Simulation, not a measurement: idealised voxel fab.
This is a process module. Its name is voxel wiring stack.
We display cut, a cross-section 295 nm in width whose square cells are each 5 nm.
A cross-section in this document is a grid of square cells, and it is written down as bands, the top band listed before the ones below it; a band is made up of one or more rows of cells.
What a band's entry tells you: where the top is and where the bottom is, as heights in nm, and after that what lies inside, material by material from left to right, each with its width in nm. Empty space is written as the word "blank", and a single material marked with the word "full width" occupies the band from edge to edge.
Height reference: 0 = level under which incoming wafer is all one material. Lowest band: no bottom, runs on downward, e.g. "0..down".
When a width is written as two numbers, as in "30 to 40", the first number is the width in the top row of cells of the band and the second is the width in its bottom row, and the width changes by the same amount from each row to the next.
Take "left unchanged" at face value: in the step it is given for, the cross-section changed in none of its cells.
Closed empty spaces (no open way to the top) of 8 cells or more are what "Internal closed voids" lists, each as width x height at distance from the left edge, nm for all three.
Text after the settings on a step's line: the simulator's own remark on that step.
overlay nm: for a step with a mask, the amount by which the mask lay right of where it was planned; a negative amount means left of it.
Planned step list for the process
1) op RECEIVE | material Si
2) op CONFORMAL_DEP | material SiO2 | thk nm 10
3) op CONFORMAL_DEP | material SiCN | thk nm 5
4) op DIRECTIONAL_DEP | material lowk | thk nm 25
5) op PATTERN | tone open | mask id METAL_1 | material resist | width nm 25 | pitch nm 45 | thk nm 15 | overlay nm 0
6) op DIRECTIONAL_ETCH | etch materials lowk | depth nm 25
7) op DIRECTIONAL_ETCH | etch materials SiCN | depth nm 5
8) op STRIP | etch materials resist
9) op CONFORMAL_DEP | material TiN | thk nm 5
10) op FILL_DEP | material Cu | thk nm 5
11) op CMP | height nm 40
12) op CONFORMAL_DEP | material SiCN | thk nm 5
13) op DIRECTIONAL_DEP | material lowk | thk nm 15
14) op DIRECTIONAL_DEP | material aC | thk nm 15
15) op PATTERN | tone open | mask id PLUG_1 | material resist | width nm 15 | thk nm 35 | overlay nm 0
16) op DIRECTIONAL_ETCH | etch materials aC | depth nm 15
17) op STRIP | etch materials resist
18) op DIRECTIONAL_ETCH | etch materials lowk | depth nm 15
19) op DIRECTIONAL_ETCH | etch materials SiCN | depth nm 5
20) op STRIP | etch materials aC
21) op EPI | material Ru | thk nm 10
22) op EPI | material Ru | thk nm 10
23) op CONFORMAL_DEP | material SiCN | thk nm 5
24) op DIRECTIONAL_DEP | material lowk | thk nm 15
25) op PATTERN | tone open | mask id METAL_2 | material resist | width nm 25 | pitch nm 45 | thk nm 20 | overlay nm 0
26) op DIRECTIONAL_ETCH | etch materials lowk | depth nm 15
27) op DIRECTIONAL_ETCH | etch materials SiCN | depth nm 5
28) op STRIP | etch materials resist
29) op CONFORMAL_DEP | material TiN | thk nm 5
30) op FILL_DEP | material Ru | thk nm 5
31) op CMP | height nm 80
32) op CONFORMAL_DEP | material SiCN | thk nm 5
33) op DIRECTIONAL_DEP | material SiO2 | thk nm 20
34) op PATTERN | tone open | mask id PLUG_2 | material resist | width nm 15 | thk nm 20 | overlay nm 0
35) op DIRECTIONAL_ETCH | etch materials SiO2 | depth nm 20
36) op DIRECTIONAL_ETCH | etch materials SiCN | depth nm 5
37) op STRIP | etch materials resist
38) op CONFORMAL_DEP | material TiN | thk nm 5
39) op FILL_DEP | material Cu | thk nm 5
40) op CMP | height nm 105
41) op DIRECTIONAL_DEP | material TiN | thk nm 5
42) op DIRECTIONAL_DEP | material Ru | thk nm 25
43) op DIRECTIONAL_DEP | material aC | thk nm 10
44) op PATTERN | tone cover | mask id METAL_3 | material resist | width nm 25 | pitch nm 45 | thk nm 25 | overlay nm 0
45) op DIRECTIONAL_ETCH | etch materials aC | depth nm 10
46) op STRIP | etch materials resist
47) op DIRECTIONAL_ETCH | etch materials Ru | depth nm 25
48) op DIRECTIONAL_ETCH | etch materials TiN | depth nm 5
49) op STRIP | etch materials aC
50) op CONFORMAL_DEP | material SiN | thk nm 5
51) op FILL_DEP | material SiO2 | thk nm 5
52) op CMP | height nm 135
53) op CONFORMAL_DEP | material SiN | thk nm 5
First of two wafers, processed according to plan
Cross-section: wafer on arrival = after step 1
  0..down  Si full width
  Internal closed voids: none
After step 2: wafer cross-section
  10..0  SiO2 full width
  Nothing below the height 0 has changed.
After step 3: wafer cross-section
  15..10  SiCN full width
  Nothing below the height 10 has changed.
After step 4: wafer cross-section
  40..15  lowk full width
  Nothing below the height 15 has changed.
After step 5: wafer cross-section
  55..40  resist 110 nm; blank 25 nm; resist 20 nm; blank 25 nm; resist 115 nm
  Nothing below the height 40 has changed.
After step 6: wafer cross-section
  55..40  resist 110 nm; blank 25 nm; resist 20 nm; blank 25 nm; resist 115 nm
  40..15  lowk 110 nm; blank 25 nm; lowk 20 nm; blank 25 nm; lowk 115 nm
  Nothing below the height 15 has changed.
After step 7: wafer cross-section
  55..40  resist 110 nm; blank 25 nm; resist 20 nm; blank 25 nm; resist 115 nm
  40..15  lowk 110 nm; blank 25 nm; lowk 20 nm; blank 25 nm; lowk 115 nm
  15..10  SiCN 110 nm; blank 25 nm; SiCN 20 nm; blank 25 nm; SiCN 115 nm
  Nothing below the height 10 has changed.
After step 8: wafer cross-section
  40..15  lowk 110 nm; blank 25 nm; lowk 20 nm; blank 25 nm; lowk 115 nm
  Nothing below the height 15 has changed.
After step 9: wafer cross-section
  45..40  TiN 115 nm; blank 15 nm; TiN 30 nm; blank 15 nm; TiN 120 nm
  40..15  lowk 110 nm; TiN 5 nm; blank 15 nm; TiN 5 nm; lowk 20 nm; TiN 5 nm; blank 15 nm; TiN 5 nm; lowk 115 nm
  15..10  SiCN 110 nm; TiN 25 nm; SiCN 20 nm; TiN 25 nm; SiCN 115 nm
  Nothing below the height 10 has changed.
After step 10: wafer cross-section
  50..45  Cu full width
  45..40  TiN 115 nm; Cu 15 nm; TiN 30 nm; Cu 15 nm; TiN 120 nm
  40..15  lowk 110 nm; TiN 5 nm; Cu 15 nm; TiN 5 nm; lowk 20 nm; TiN 5 nm; Cu 15 nm; TiN 5 nm; lowk 115 nm
  Nothing below the height 15 has changed.
After step 11: wafer cross-section
  40..15  lowk 110 nm; TiN 5 nm; Cu 15 nm; TiN 5 nm; lowk 20 nm; TiN 5 nm; Cu 15 nm; TiN 5 nm; lowk 115 nm
  Nothing below the height 15 has changed.
After step 12: wafer cross-section
  45..40  SiCN full width
  Nothing below the height 40 has changed.
After step 13: wafer cross-section
  60..45  lowk full width
  Nothing below the height 45 has changed.
After step 14: wafer cross-section
  75..60  aC full width
  Nothing below the height 60 has changed.
After step 15: wafer cross-section
  110..75  resist 110 nm; blank 15 nm; resist 170 nm
  Nothing below the height 75 has changed.
After step 16: wafer cross-section
  95..75  resist 110 nm; blank 15 nm; resist 170 nm
  75..60  aC 110 nm; blank 15 nm; aC 170 nm
  Nothing below the height 60 has changed.
After step 17: wafer cross-section
  75..60  aC 110 nm; blank 15 nm; aC 170 nm
  Nothing below the height 60 has changed.
After step 18: wafer cross-section
  75..60  aC 110 nm; blank 15 nm; aC 170 nm
  60..45  lowk 110 nm; blank 15 nm; lowk 170 nm
  Nothing below the height 45 has changed.
After step 19: wafer cross-section
  75..60  aC 110 nm; blank 15 nm; aC 170 nm
  60..45  lowk 110 nm; blank 15 nm; lowk 170 nm
  45..40  SiCN 110 nm; blank 15 nm; SiCN 170 nm
  Nothing below the height 40 has changed.
After step 20: wafer cross-section
  60..45  lowk 110 nm; blank 15 nm; lowk 170 nm
  Nothing below the height 45 has changed.
After step 21: wafer cross-section
  60..50  lowk 110 nm; blank 15 nm; lowk 170 nm
  50..45  lowk 110 nm; Ru 15 nm; lowk 170 nm
  45..40  SiCN 110 nm; Ru 15 nm; SiCN 170 nm
  Nothing below the height 40 has changed.
After step 22: wafer cross-section
  60..45  lowk 110 nm; Ru 15 nm; lowk 170 nm
  Nothing below the height 45 has changed.
After step 23: wafer cross-section
  65..60  SiCN full width
  Nothing below the height 60 has changed.
After step 24: wafer cross-section
  80..65  lowk full width
  Nothing below the height 65 has changed.
After step 25: wafer cross-section
  100..80  resist 110 nm; blank 25 nm; resist 20 nm; blank 25 nm; resist 115 nm
  Nothing below the height 80 has changed.
After step 26: wafer cross-section
  100..80  resist 110 nm; blank 25 nm; resist 20 nm; blank 25 nm; resist 115 nm
  80..65  lowk 110 nm; blank 25 nm; lowk 20 nm; blank 25 nm; lowk 115 nm
  Nothing below the height 65 has changed.
After step 27: wafer cross-section
  100..80  resist 110 nm; blank 25 nm; resist 20 nm; blank 25 nm; resist 115 nm
  80..65  lowk 110 nm; blank 25 nm; lowk 20 nm; blank 25 nm; lowk 115 nm
  65..60  SiCN 110 nm; blank 25 nm; SiCN 20 nm; blank 25 nm; SiCN 115 nm
  Nothing below the height 60 has changed.
After step 28: wafer cross-section
  80..65  lowk 110 nm; blank 25 nm; lowk 20 nm; blank 25 nm; lowk 115 nm
  Nothing below the height 65 has changed.
After step 29: wafer cross-section
  85..80  TiN 115 nm; blank 15 nm; TiN 30 nm; blank 15 nm; TiN 120 nm
  80..65  lowk 110 nm; TiN 5 nm; blank 15 nm; TiN 5 nm; lowk 20 nm; TiN 5 nm; blank 15 nm; TiN 5 nm; lowk 115 nm
  65..60  SiCN 110 nm; TiN 25 nm; SiCN 20 nm; TiN 25 nm; SiCN 115 nm
  Nothing below the height 60 has changed.
After step 30: wafer cross-section
  90..85  Ru full width
  85..80  TiN 115 nm; Ru 15 nm; TiN 30 nm; Ru 15 nm; TiN 120 nm
  80..65  lowk 110 nm; TiN 5 nm; Ru 15 nm; TiN 5 nm; lowk 20 nm; TiN 5 nm; Ru 15 nm; TiN 5 nm; lowk 115 nm
  Nothing below the height 65 has changed.
After step 31: wafer cross-section
  80..65  lowk 110 nm; TiN 5 nm; Ru 15 nm; TiN 5 nm; lowk 20 nm; TiN 5 nm; Ru 15 nm; TiN 5 nm; lowk 115 nm
  Nothing below the height 65 has changed.
After step 32: wafer cross-section
  85..80  SiCN full width
  Nothing below the height 80 has changed.
After step 33: wafer cross-section
  105..85  SiO2 full width
  Nothing below the height 85 has changed.
After step 34: wafer cross-section
  125..105  resist 110 nm; blank 15 nm; resist 170 nm
  Nothing below the height 105 has changed.
After step 35: wafer cross-section
  125..105  resist 110 nm; blank 15 nm; resist 170 nm
  105..85  SiO2 110 nm; blank 15 nm; SiO2 170 nm
  Nothing below the height 85 has changed.
After step 36: wafer cross-section
  125..105  resist 110 nm; blank 15 nm; resist 170 nm
  105..85  SiO2 110 nm; blank 15 nm; SiO2 170 nm
  85..80  SiCN 110 nm; blank 15 nm; SiCN 170 nm
  Nothing below the height 80 has changed.
After step 37: wafer cross-section
  105..85  SiO2 110 nm; blank 15 nm; SiO2 170 nm
  Nothing below the height 85 has changed.
After step 38: wafer cross-section
  110..105  TiN 115 nm; blank 5 nm; TiN 175 nm
  105..85  SiO2 110 nm; TiN 5 nm; blank 5 nm; TiN 5 nm; SiO2 170 nm
  85..80  SiCN 110 nm; TiN 15 nm; SiCN 170 nm
  Nothing below the height 80 has changed.
After step 39: wafer cross-section
  115..110  Cu full width
  110..105  TiN 115 nm; Cu 5 nm; TiN 175 nm
  105..85  SiO2 110 nm; TiN 5 nm; Cu 5 nm; TiN 5 nm; SiO2 170 nm
  Nothing below the height 85 has changed.
After step 40: wafer cross-section
  105..85  SiO2 110 nm; TiN 5 nm; Cu 5 nm; TiN 5 nm; SiO2 170 nm
  Nothing below the height 85 has changed.
After step 41: wafer cross-section
  110..105  TiN full width
  Nothing below the height 105 has changed.
After step 42: wafer cross-section
  135..110  Ru full width
  Nothing below the height 110 has changed.
After step 43: wafer cross-section
  145..135  aC full width
  Nothing below the height 135 has changed.
After step 44: wafer cross-section
  170..145  blank 110 nm; resist 25 nm; blank 20 nm; resist 25 nm; blank 115 nm
  Nothing below the height 145 has changed.
After step 45: wafer cross-section
  160..145  blank 110 nm; resist 25 nm; blank 20 nm; resist 25 nm; blank 115 nm
  145..135  blank 110 nm; aC 25 nm; blank 20 nm; aC 25 nm; blank 115 nm
  Nothing below the height 135 has changed.
After step 46: wafer cross-section
  145..135  blank 110 nm; aC 25 nm; blank 20 nm; aC 25 nm; blank 115 nm
  Nothing below the height 135 has changed.
After step 47: wafer cross-section
  145..135  blank 110 nm; aC 25 nm; blank 20 nm; aC 25 nm; blank 115 nm
  135..110  blank 110 nm; Ru 25 nm; blank 20 nm; Ru 25 nm; blank 115 nm
  Nothing below the height 110 has changed.
After step 48: wafer cross-section
  145..135  blank 110 nm; aC 25 nm; blank 20 nm; aC 25 nm; blank 115 nm
  135..110  blank 110 nm; Ru 25 nm; blank 20 nm; Ru 25 nm; blank 115 nm
  110..105  blank 110 nm; TiN 25 nm; blank 20 nm; TiN 25 nm; blank 115 nm
  Nothing below the height 105 has changed.
After step 49: wafer cross-section
  135..110  blank 110 nm; Ru 25 nm; blank 20 nm; Ru 25 nm; blank 115 nm
  Nothing below the height 110 has changed.
After step 50: wafer cross-section
  140..135  blank 105 nm; SiN 35 nm; blank 10 nm; SiN 35 nm; blank 110 nm
  135..110  blank 105 nm; SiN 5 nm; Ru 25 nm; SiN 5 nm; blank 10 nm; SiN 5 nm; Ru 25 nm; SiN 5 nm; blank 110 nm
  110..105  SiN 110 nm; TiN 25 nm; SiN 20 nm; TiN 25 nm; SiN 115 nm
  Nothing below the height 105 has changed.
After step 51: wafer cross-section
  145..140  SiO2 full width
  140..135  SiO2 105 nm; SiN 35 nm; SiO2 10 nm; SiN 35 nm; SiO2 110 nm
  135..110  SiO2 105 nm; SiN 5 nm; Ru 25 nm; SiN 5 nm; SiO2 10 nm; SiN 5 nm; Ru 25 nm; SiN 5 nm; SiO2 110 nm
  Nothing below the height 110 has changed.
After step 52: wafer cross-section
  135..110  SiO2 105 nm; SiN 5 nm; Ru 25 nm; SiN 5 nm; SiO2 10 nm; SiN 5 nm; Ru 25 nm; SiN 5 nm; SiO2 110 nm
  Nothing below the height 110 has changed.
After step 53: wafer cross-section
  140..135  SiN full width
  Nothing below the height 135 has changed.
Wafer two. Same start, same plan, one slip in execution. Same as wafer one through step 23, inclusive
Look at the second wafer in cross-section at the time step 24 ought to have finished
  75..65  lowk full width
  Nothing below the height 65 has changed.
Look at the second wafer in cross-section at the time step 25 ought to have finished
  95..75  resist 110 nm; blank 25 nm; resist 20 nm; blank 25 nm; resist 115 nm
  Nothing below the height 75 has changed.
Look at the second wafer in cross-section at the time step 26 ought to have finished
  95..75  resist 110 nm; blank 25 nm; resist 20 nm; blank 25 nm; resist 115 nm
  75..65  lowk 110 nm; blank 25 nm; lowk 20 nm; blank 25 nm; lowk 115 nm
  Nothing below the height 65 has changed.
Look at the second wafer in cross-section at the time step 27 ought to have finished
  95..75  resist 110 nm; blank 25 nm; resist 20 nm; blank 25 nm; resist 115 nm
  75..65  lowk 110 nm; blank 25 nm; lowk 20 nm; blank 25 nm; lowk 115 nm
  65..60  SiCN 110 nm; blank 25 nm; SiCN 20 nm; blank 25 nm; SiCN 115 nm
  Nothing below the height 60 has changed.
Look at the second wafer in cross-section at the time step 28 ought to have finished
  75..65  lowk 110 nm; blank 25 nm; lowk 20 nm; blank 25 nm; lowk 115 nm
  Nothing below the height 65 has changed.
Look at the second wafer in cross-section at the time step 29 ought to have finished
  80..75  TiN 115 nm; blank 15 nm; TiN 30 nm; blank 15 nm; TiN 120 nm
  75..65  lowk 110 nm; TiN 5 nm; blank 15 nm; TiN 5 nm; lowk 20 nm; TiN 5 nm; blank 15 nm; TiN 5 nm; lowk 115 nm
  65..60  SiCN 110 nm; TiN 25 nm; SiCN 20 nm; TiN 25 nm; SiCN 115 nm
  Nothing below the height 60 has changed.
Look at the second wafer in cross-section at the time step 30 ought to have finished
  85..80  Ru full width
  80..75  TiN 115 nm; Ru 15 nm; TiN 30 nm; Ru 15 nm; TiN 120 nm
  75..65  lowk 110 nm; TiN 5 nm; Ru 15 nm; TiN 5 nm; lowk 20 nm; TiN 5 nm; Ru 15 nm; TiN 5 nm; lowk 115 nm
  Nothing below the height 65 has changed.
Look at the second wafer in cross-section at the time step 31 ought to have finished
  80..75  TiN 115 nm; Ru 15 nm; TiN 30 nm; Ru 15 nm; TiN 120 nm
  Nothing below the height 75 has changed.
Look at the second wafer in cross-section at the time step 32 ought to have finished
  85..80  SiCN full width
  Nothing below the height 80 has changed.
Look at the second wafer in cross-section at the time step 33 ought to have finished
  105..85  SiO2 full width
  Nothing below the height 85 has changed.
Look at the second wafer in cross-section at the time step 34 ought to have finished
  125..105  resist 110 nm; blank 15 nm; resist 170 nm
  Nothing below the height 105 has changed.
Look at the second wafer in cross-section at the time step 35 ought to have finished
  125..105  resist 110 nm; blank 15 nm; resist 170 nm
  105..85  SiO2 110 nm; blank 15 nm; SiO2 170 nm
  Nothing below the height 85 has changed.
Look at the second wafer in cross-section at the time step 36 ought to have finished
  125..105  resist 110 nm; blank 15 nm; resist 170 nm
  105..85  SiO2 110 nm; blank 15 nm; SiO2 170 nm
  85..80  SiCN 110 nm; blank 15 nm; SiCN 170 nm
  Nothing below the height 80 has changed.
Look at the second wafer in cross-section at the time step 37 ought to have finished
  105..85  SiO2 110 nm; blank 15 nm; SiO2 170 nm
  Nothing below the height 85 has changed.
Look at the second wafer in cross-section at the time step 38 ought to have finished
  110..105  TiN 115 nm; blank 5 nm; TiN 175 nm
  105..85  SiO2 110 nm; TiN 5 nm; blank 5 nm; TiN 5 nm; SiO2 170 nm
  85..80  SiCN 110 nm; TiN 15 nm; SiCN 170 nm
  Nothing below the height 80 has changed.
Look at the second wafer in cross-section at the time step 39 ought to have finished
  115..110  Cu full width
  110..105  TiN 115 nm; Cu 5 nm; TiN 175 nm
  105..85  SiO2 110 nm; TiN 5 nm; Cu 5 nm; TiN 5 nm; SiO2 170 nm
  Nothing below the height 85 has changed.
Look at the second wafer in cross-section at the time step 40 ought to have finished
  105..85  SiO2 110 nm; TiN 5 nm; Cu 5 nm; TiN 5 nm; SiO2 170 nm
  Nothing below the height 85 has changed.
Look at the second wafer in cross-section at the time step 41 ought to have finished
  110..105  TiN full width
  Nothing below the height 105 has changed.
Look at the second wafer in cross-section at the time step 42 ought to have finished
  135..110  Ru full width
  Nothing below the height 110 has changed.
Look at the second wafer in cross-section at the time step 43 ought to have finished
  145..135  aC full width
  Nothing below the height 135 has changed.
Look at the second wafer in cross-section at the time step 44 ought to have finished
  170..145  blank 110 nm; resist 25 nm; blank 20 nm; resist 25 nm; blank 115 nm
  Nothing below the height 145 has changed.
Look at the second wafer in cross-section at the time step 45 ought to have finished
  160..145  blank 110 nm; resist 25 nm; blank 20 nm; resist 25 nm; blank 115 nm
  145..135  blank 110 nm; aC 25 nm; blank 20 nm; aC 25 nm; blank 115 nm
  Nothing below the height 135 has changed.
Look at the second wafer in cross-section at the time step 46 ought to have finished
  145..135  blank 110 nm; aC 25 nm; blank 20 nm; aC 25 nm; blank 115 nm
  Nothing below the height 135 has changed.
Look at the second wafer in cross-section at the time step 47 ought to have finished
  145..135  blank 110 nm; aC 25 nm; blank 20 nm; aC 25 nm; blank 115 nm
  135..110  blank 110 nm; Ru 25 nm; blank 20 nm; Ru 25 nm; blank 115 nm
  Nothing below the height 110 has changed.
Look at the second wafer in cross-section at the time step 48 ought to have finished
  145..135  blank 110 nm; aC 25 nm; blank 20 nm; aC 25 nm; blank 115 nm
  135..110  blank 110 nm; Ru 25 nm; blank 20 nm; Ru 25 nm; blank 115 nm
  110..105  blank 110 nm; TiN 25 nm; blank 20 nm; TiN 25 nm; blank 115 nm
  Nothing below the height 105 has changed.
Look at the second wafer in cross-section at the time step 49 ought to have finished
  135..110  blank 110 nm; Ru 25 nm; blank 20 nm; Ru 25 nm; blank 115 nm
  Nothing below the height 110 has changed.
Look at the second wafer in cross-section at the time step 50 ought to have finished
  140..135  blank 105 nm; SiN 35 nm; blank 10 nm; SiN 35 nm; blank 110 nm
  135..110  blank 105 nm; SiN 5 nm; Ru 25 nm; SiN 5 nm; blank 10 nm; SiN 5 nm; Ru 25 nm; SiN 5 nm; blank 110 nm
  110..105  SiN 110 nm; TiN 25 nm; SiN 20 nm; TiN 25 nm; SiN 115 nm
  Nothing below the height 105 has changed.
Look at the second wafer in cross-section at the time step 51 ought to have finished
  145..140  SiO2 full width
  140..135  SiO2 105 nm; SiN 35 nm; SiO2 10 nm; SiN 35 nm; SiO2 110 nm
  135..110  SiO2 105 nm; SiN 5 nm; Ru 25 nm; SiN 5 nm; SiO2 10 nm; SiN 5 nm; Ru 25 nm; SiN 5 nm; SiO2 110 nm
  Nothing below the height 110 has changed.
Look at the second wafer in cross-section at the time step 52 ought to have finished
  135..110  SiO2 105 nm; SiN 5 nm; Ru 25 nm; SiN 5 nm; SiO2 10 nm; SiN 5 nm; Ru 25 nm; SiN 5 nm; SiO2 110 nm
  Nothing below the height 110 has changed.
Look at the second wafer in cross-section at the time step 53 ought to have finished
  140..135  SiN full width
  Nothing below the height 135 has changed.
Misprocessing identified: for step 24, the planned setting was not used; the step was instead run as op DIRECTIONAL_DEP | material lowk | thk nm 10
Upon completion, the second wafer contains, in terms of cells, a greater or smaller amount of certain materials than the first wafer: TiN: 49 more | lowk: 49 fewer
